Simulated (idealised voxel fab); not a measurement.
Proc. module: voxel air gaps
Pictured: cross-section cut, 285 nm wide, on a grid of 5 nm square cells.
Cross-section = grid of square cells, listed top down in bands; band = one or more rows.
The band entry comprises the height of the band's top followed by the height of its bottom, expressed in nm, and subsequently the band's materials from left to right, each stated together with its width in nm. Where a single material is marked with the word "all across", that material fills the band from edge to edge. The word "blank" represents empty space.
Ref level 0: as-received wafer is one material below here. Bottom band extends down with no lower bound ("0 -> down").
Top row gets the first number, bottom row gets the second, and each row in between changes by the same step: that is how a band width like "30..40" works.
"no alterations made" after a step means that no cell of the cross-section changed.
The label "Closed voids list" introduces a list of the empty spaces, 8 cells or larger, that have no open way up to the top; each entry in it reads width x height at distance, where the distance is taken from the left edge and all three are stated in nm.
On a step's line, text after the settings is the simulator commenting on that step.
overlay nm: mask right of planned place by this much (step with mask). Neg. = left.

Planned process steps:
1: RECEIVE,material Si
2: CONFORMAL_DEP,material SiO2,thk nm 10
3: CONFORMAL_DEP,material SiN,thk nm 5
4: DIRECTIONAL_DEP,material SiO2,thk nm 30
5: DIRECTIONAL_DEP,material aC,thk nm 15
6: PATTERN,tone open,mask id LINES,material resist,width nm 25,pitch nm 50,thk nm 30,overlay nm 0
7: DIRECTIONAL_ETCH,etch materials aC,depth nm 15
8: STRIP,etch materials resist
9: DIRECTIONAL_ETCH,etch materials SiO2,depth nm 30
10: STRIP,etch materials aC
11: CONFORMAL_DEP,material TiN,thk nm 5
12: FILL_DEP,material Cu,thk nm 5
13: CMP,height nm 45
14: EPI,material Ru,thk nm 10
15: SELECTIVE_ETCH,etch materials SiO2,depth nm 40
16: CONFORMAL_DEP,material SiN,thk nm 5

As-received state of the wafer in cross-section, equivalent to post-step 1:
> 0 -> down: Si all across
> Closed voids list: none

The plan above was carried out on the starting structure above with one mistake, and this cross-section shows the wafer at the end of the module:
> 60 -> 55: blank (35), then SiN (215), then blank (35)
> 55 -> 45: blank (35), then SiN (5), then Ru (205), then SiN (5), then blank (35)
> 45 -> 40: blank (35), then SiN (15), then TiN (5), then Cu (25), then TiN (5), then SiO2 (15), then TiN (5), then Cu (25), then TiN (5), then SiO2 (15), then TiN (5), then Cu (25), then TiN (5), then SiO2 (15), then TiN (5), then Cu (25), then TiN (5), then SiN (15), then blank (35)
> 40 -> 20: blank (45), then SiN (5), then TiN (5), then Cu (25), then TiN (5), then SiO2 (15), then TiN (5), then Cu (25), then TiN (5), then SiO2 (15), then TiN (5), then Cu (25), then TiN (5), then SiO2 (15), then TiN (5), then Cu (25), then TiN (5), then SiN (5), then blank (45)
> 20 -> 15: SiN (50), then TiN (35), then SiO2 (15), then TiN (35), then SiO2 (15), then TiN (35), then SiO2 (15), then TiN (35), then SiN (50)
> 15 -> 10: SiN all across
> 10 -> 0: SiO2 all across
> 0 -> down: Si all across
> Closed voids list: none
In executing the process, a mistake was made relative to the plan: step 6 went in with a setting other than planned; the actual run was PATTERN,tone open,mask id LINES,material resist,width nm 35,pitch nm 50,thk nm 30,overlay nm 0
